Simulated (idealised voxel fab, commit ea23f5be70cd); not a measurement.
process module | voxel wiring stack
cross-section cut | 270 nm wide | cells 5 nm
A cross-section is a grid of square cells, given in bands from the top down. A band is one or more rows of cells.
Each band's line starts with the height of the band's top and of its bottom, in nm. Then come its materials from left to right, each with its width in nm. One material with "throughout" fills the band from edge to edge. "air" is empty space.
Height 0 is the level under which the wafer as received is all one material. The lowest band goes on downwards, as in "0 down".
A width such as "30 to 40" changes by the same amount from each row of cells to the next, from the band's top row to its bottom row.
"no change" after a step means that no cell of the cross-section changed.
closed voids: empty space of 8 cells or more with no open way to the top, each as width x height at its distance from the left edge, in nm
after a step's settings: what the simulator itself notes on the step
overlay nm, on a step with a mask: how far to the right of its planned place the mask lay; to the left if negative
plan
1 op RECEIVE | material Si
2 op CONFORMAL_DEP | material SiO2 | thk nm 10
3 op DIRECTIONAL_DEP | material TiN | thk nm 5
4 op DIRECTIONAL_DEP | material W | thk nm 25
5 op DIRECTIONAL_DEP | material aC | thk nm 15
6 op PATTERN | tone cover | mask id METAL_1 | material resist | width nm 25 | pitch nm 45 | thk nm 30 | overlay nm 0
7 op DIRECTIONAL_ETCH | etch materials aC | depth nm 15
8 op STRIP | etch materials resist
9 op DIRECTIONAL_ETCH | etch materials W | depth nm 25
10 op DIRECTIONAL_ETCH | etch materials TiN | depth nm 5
11 op STRIP | etch materials aC
12 op FILL_DEP | material lowk | thk nm 10
13 op CMP | height nm 40
14 op CONFORMAL_DEP | material SiCN | thk nm 5
15 op DIRECTIONAL_DEP | material SiO2 | thk nm 10
16 op DIRECTIONAL_DEP | material aC | thk nm 10
17 op PATTERN | tone open | mask id PLUG_1 | material resist | width nm 15 | thk nm 25 | overlay nm 0
18 op DIRECTIONAL_ETCH | etch materials aC | depth nm 10
19 op STRIP | etch materials resist
20 op DIRECTIONAL_ETCH | etch materials SiO2 | depth nm 10
21 op DIRECTIONAL_ETCH | etch materials SiCN | depth nm 5
22 op STRIP | etch materials aC
23 op EPI | material Ru | thk nm 10
24 op EPI | material Ru | thk nm 5
25 op CONFORMAL_DEP | material SiN | thk nm 5
26 op DIRECTIONAL_DEP | material lowk | thk nm 25
27 op DIRECTIONAL_DEP | material aC | thk nm 15
28 op PATTERN | tone open | mask id METAL_2 | material resist | width nm 25 | pitch nm 45 | thk nm 30 | overlay nm 0
29 op DIRECTIONAL_ETCH | etch materials aC | depth nm 15
30 op STRIP | etch materials resist
31 op DIRECTIONAL_ETCH | etch materials lowk | depth nm 25
32 op DIRECTIONAL_ETCH | etch materials SiN | depth nm 5
33 op STRIP | etch materials aC
34 op CONFORMAL_DEP | material TiN | thk nm 5
35 op FILL_DEP | material Ru | thk nm 5
36 op CMP | height nm 85
37 op CONFORMAL_DEP | material SiN | thk nm 5
first wafer, as planned
as received, after step 1
  0 down: Si throughout
  closed voids: none
after step 2
  10 to 0: SiO2 throughout
  below 0: unchanged
after step 3
  15 to 10: TiN throughout
  below 10: unchanged
after step 4
  40 to 15: W throughout
  below 15: unchanged
after step 5
  55 to 40: aC throughout
  below 40: unchanged
after step 6
  85 to 55: air 100 | resist 25 | air 20 | resist 25 | air 100
  below 55: unchanged
after step 7
  70 to 55: air 100 | resist 25 | air 20 | resist 25 | air 100
  55 to 40: air 100 | aC 25 | air 20 | aC 25 | air 100
  below 40: unchanged
after step 8
  55 to 40: air 100 | aC 25 | air 20 | aC 25 | air 100
  below 40: unchanged
after step 9
  55 to 40: air 100 | aC 25 | air 20 | aC 25 | air 100
  40 to 15: air 100 | W 25 | air 20 | W 25 | air 100
  below 15: unchanged
after step 10
  55 to 40: air 100 | aC 25 | air 20 | aC 25 | air 100
  40 to 15: air 100 | W 25 | air 20 | W 25 | air 100
  15 to 10: air 100 | TiN 25 | air 20 | TiN 25 | air 100
  below 10: unchanged
after step 11
  40 to 15: air 100 | W 25 | air 20 | W 25 | air 100
  below 15: unchanged
after step 12
  50 to 40: lowk throughout
  40 to 15: lowk 100 | W 25 | lowk 20 | W 25 | lowk 100
  15 to 10: lowk 100 | TiN 25 | lowk 20 | TiN 25 | lowk 100
  below 10: unchanged
after step 13
  40 to 15: lowk 100 | W 25 | lowk 20 | W 25 | lowk 100
  below 15: unchanged
after step 14
  45 to 40: SiCN throughout
  below 40: unchanged
after step 15
  55 to 45: SiO2 throughout
  below 45: unchanged
after step 16
  65 to 55: aC throughout
  below 55: unchanged
after step 17
  90 to 65: resist 100 | air 15 | resist 155
  below 65: unchanged
after step 18
  80 to 65: resist 100 | air 15 | resist 155
  65 to 55: aC 100 | air 15 | aC 155
  below 55: unchanged
after step 19
  65 to 55: aC 100 | air 15 | aC 155
  below 55: unchanged
after step 20
  65 to 55: aC 100 | air 15 | aC 155
  55 to 45: SiO2 100 | air 15 | SiO2 155
  below 45: unchanged
after step 21
  65 to 55: aC 100 | air 15 | aC 155
  55 to 45: SiO2 100 | air 15 | SiO2 155
  45 to 40: SiCN 100 | air 15 | SiCN 155
  below 40: unchanged
after step 22
  55 to 45: SiO2 100 | air 15 | SiO2 155
  below 45: unchanged
after step 23
  55 to 50: SiO2 100 | air 15 | SiO2 155
  50 to 45: SiO2 100 | Ru 15 | SiO2 155
  45 to 40: SiCN 100 | Ru 15 | SiCN 155
  below 40: unchanged
after step 24
  55 to 45: SiO2 100 | Ru 15 | SiO2 155
  below 45: unchanged
after step 25
  60 to 55: SiN throughout
  below 55: unchanged
after step 26
  85 to 60: lowk throughout
  below 60: unchanged
after step 27
  100 to 85: aC throughout
  below 85: unchanged
after step 28
  130 to 100: resist 100 | air 25 | resist 20 | air 25 | resist 100
  below 100: unchanged
after step 29
  115 to 100: resist 100 | air 25 | resist 20 | air 25 | resist 100
  100 to 85: aC 100 | air 25 | aC 20 | air 25 | aC 100
  below 85: unchanged
after step 30
  100 to 85: aC 100 | air 25 | aC 20 | air 25 | aC 100
  below 85: unchanged
after step 31
  100 to 85: aC 100 | air 25 | aC 20 | air 25 | aC 100
  85 to 60: lowk 100 | air 25 | lowk 20 | air 25 | lowk 100
  below 60: unchanged
after step 32
  100 to 85: aC 100 | air 25 | aC 20 | air 25 | aC 100
  85 to 60: lowk 100 | air 25 | lowk 20 | air 25 | lowk 100
  60 to 55: SiN 100 | air 25 | SiN 20 | air 25 | SiN 100
  below 55: unchanged
after step 33
  85 to 60: lowk 100 | air 25 | lowk 20 | air 25 | lowk 100
  below 60: unchanged
after step 34
  90 to 85: TiN 105 | air 15 | TiN 30 | air 15 | TiN 105
  85 to 60: lowk 100 | TiN 5 | air 15 | TiN 5 | lowk 20 | TiN 5 | air 15 | TiN 5 | lowk 100
  60 to 55: SiN 100 | TiN 25 | SiN 20 | TiN 25 | SiN 100
  below 55: unchanged
after step 35
  95 to 90: Ru throughout
  90 to 85: TiN 105 | Ru 15 | TiN 30 | Ru 15 | TiN 105
  85 to 60: lowk 100 | TiN 5 | Ru 15 | TiN 5 | lowk 20 | TiN 5 | Ru 15 | TiN 5 | lowk 100
  below 60: unchanged
after step 36
  85 to 60: lowk 100 | TiN 5 | Ru 15 | TiN 5 | lowk 20 | TiN 5 | Ru 15 | TiN 5 | lowk 100
  below 60: unchanged
after step 37
  90 to 85: SiN throughout
  below 85: unchanged
second wafer: like start, like plan, one mistake. Through step 35 it matches the first wafer
when step 36 should have ended
  80 to 60: lowk 100 | TiN 5 | Ru 15 | TiN 5 | lowk 20 | TiN 5 | Ru 15 | TiN 5 | lowk 100
  below 60: unchanged
when step 37 should have ended
  85 to 80: SiN throughout
  below 80: unchanged
what went wrong: step 36 ran as: op CMP | height nm 80
at the end the second wafer has, in cells: 6 fewer of Ru | 4 fewer of TiN | 44 fewer of lowk
